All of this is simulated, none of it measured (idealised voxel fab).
voxel transistor to metal: a process module
Each square cell in cross-section cut measures 5 nm, and the section as a whole is 300 nm wide.
In this document a cross-section is written as a grid of square cells. It is given as a series of bands, listed from the top down, and a band is one or more rows of cells.
Each band's line starts with the height of the band's top and of its bottom, in nm. Then come its materials from left to right, each with its width in nm. One material with "all across" fills the band from edge to edge. "empty" is empty space.
Heights are expressed relative to 0, this being the level below which the as-received wafer comprises one material exclusively. The lowest band is unbounded in the downward direction and is denoted as in "0..down".
The width entry "30..40" should be interpreted row by row: the top row of cells in the band takes the first number, the bottom row takes the second number, and the change between adjacent rows is uniform throughout.
Where the words "changes: none" appear for a step, the cross-section shows no cell changed by that step; every cell remained as before.
Entry "Sealed cavities". Content: empty spaces with no open connection to the top, size 8 cells or greater. Each: width x height at distance. Distance: from left edge. Unit: nm.
Formally, on a step line, whatever follows the settings is a remark that the simulator itself makes on the step.
"overlay nm" denotes, for a step that has a mask, the displacement of the mask to the right of its planned place, with negative values corresponding to the left.
-- Process steps (planned)
1) RECEIVE with material Si
2) CONFORMAL_DEP with material SiO2, thk nm 5
3) CONFORMAL_DEP with material SiN, thk nm 15
4) PATTERN with tone cover, mask id ACTIVE, material resist, width nm 115, pitch nm 145, thk nm 20, overlay nm -5
5) DIRECTIONAL_ETCH with etch materials SiN, depth nm 15
6) DIRECTIONAL_ETCH with etch materials SiO2, depth nm 5
7) DIRECTIONAL_ETCH with etch materials Si, depth nm 25
8) STRIP with etch materials resist
9) OXIDIZE with depth nm 5
10) FILL_DEP with material SiO2, thk nm 10
11) CMP with height nm 20
12) SELECTIVE_ETCH with etch materials SiO2, depth nm 5
13) STRIP with etch materials SiN
14) SELECTIVE_ETCH with etch materials SiO2, depth nm 5
15) OXIDIZE with depth nm 5
16) DIRECTIONAL_DEP with material polySi, thk nm 25
17) DIRECTIONAL_DEP with material SiCN, thk nm 10
18) MASKED_ETCH with tone cover, mask id GATE, width nm 25, pitch nm 145, etch materials SiCN, depth nm 20, overlay nm 0
19) MASKED_ETCH with tone cover, mask id GATE, width nm 25, pitch nm 145, etch materials polySi, depth nm 35, overlay nm 0
20) CONFORMAL_DEP with material SiN, thk nm 10
21) DIRECTIONAL_ETCH with etch materials SiN, depth nm 10
22) DIRECTIONAL_ETCH with etch materials SiO2, depth nm 5
23) DIRECTIONAL_ETCH with etch materials Si, depth nm 15
24) EPI with material nSi, thk nm 20
25) FILL_DEP with material SiO2, thk nm 10
26) CMP with height nm 35
27) DIRECTIONAL_DEP with material SiO2, thk nm 10
28) MASKED_ETCH with tone open, mask id CONTACT, width nm 30, etch materials SiO2, depth nm 45, overlay nm 0
29) CONFORMAL_DEP with material TiN, thk nm 5
30) FILL_DEP with material Ru, thk nm 5
31) CMP with height nm 45
32) DIRECTIONAL_DEP with material TiN, thk nm 5
33) DIRECTIONAL_DEP with material W, thk nm 15
34) PATTERN with tone cover, mask id METAL_1, material resist, width nm 20, thk nm 15, overlay nm 0
35) DIRECTIONAL_ETCH with etch materials W, depth nm 15
36) DIRECTIONAL_ETCH with etch materials TiN, depth nm 5
37) STRIP with etch materials resist
38) FILL_DEP with material lowk, thk nm 10
39) CMP with height nm 65
40) CONFORMAL_DEP with material SiCN, thk nm 5
41) DIRECTIONAL_DEP with material SiO2, thk nm 30
42) PATTERN with tone open, mask id METAL_2_HOLES, material resist, width nm 15, pitch nm 145, thk nm 20, overlay nm 0
43) DIRECTIONAL_ETCH with etch materials SiO2, depth nm 30
44) STRIP with etch materials resist
45) PATTERN with tone open, mask id METAL_2, material resist, width nm 20, pitch nm 145, thk nm 20, overlay nm 0
46) DIRECTIONAL_ETCH with etch materials SiO2, depth nm 15
47) DIRECTIONAL_ETCH with etch materials SiCN, depth nm 5
48) STRIP with etch materials resist
49) CONFORMAL_DEP with material TiN, thk nm 5
50) FILL_DEP with material Cu, thk nm 5
51) CMP with height nm 100
52) CONFORMAL_DEP with material SiCN, thk nm 5
The plan shows the overlay nm of step 4 as the first wafer had it; this setting differs between the wafers, which start out alike.
-- Sectional view: first of several wafers, as received, after step 1
  0..down: Si all across
  Sealed cavities: none
-- The table below has one row for each wafer; a row shows, as of the end of the module, how many cells of each material the wafer has gained, marked (+), or lost, marked (-), since it was received, and then the wafer's closed voids
overlay nm -5; +16 Cu; +64 Ru; -222 Si; +134 SiCN; +72 SiN; +654 SiO2; +124 TiN; +48 W; +176 lowk; +144 nSi; +50 polySi; Sealed cavities: none
overlay nm 0; +16 Cu; +64 Ru; -222 Si; +134 SiCN; +72 SiN; +654 SiO2; +124 TiN; +48 W; +176 lowk; +144 nSi; +50 polySi; Sealed cavities: none
overlay nm 5; +16 Cu; +64 Ru; -222 Si; +134 SiCN; +72 SiN; +654 SiO2; +124 TiN; +48 W; +176 lowk; +144 nSi; +50 polySi; Sealed cavities: none
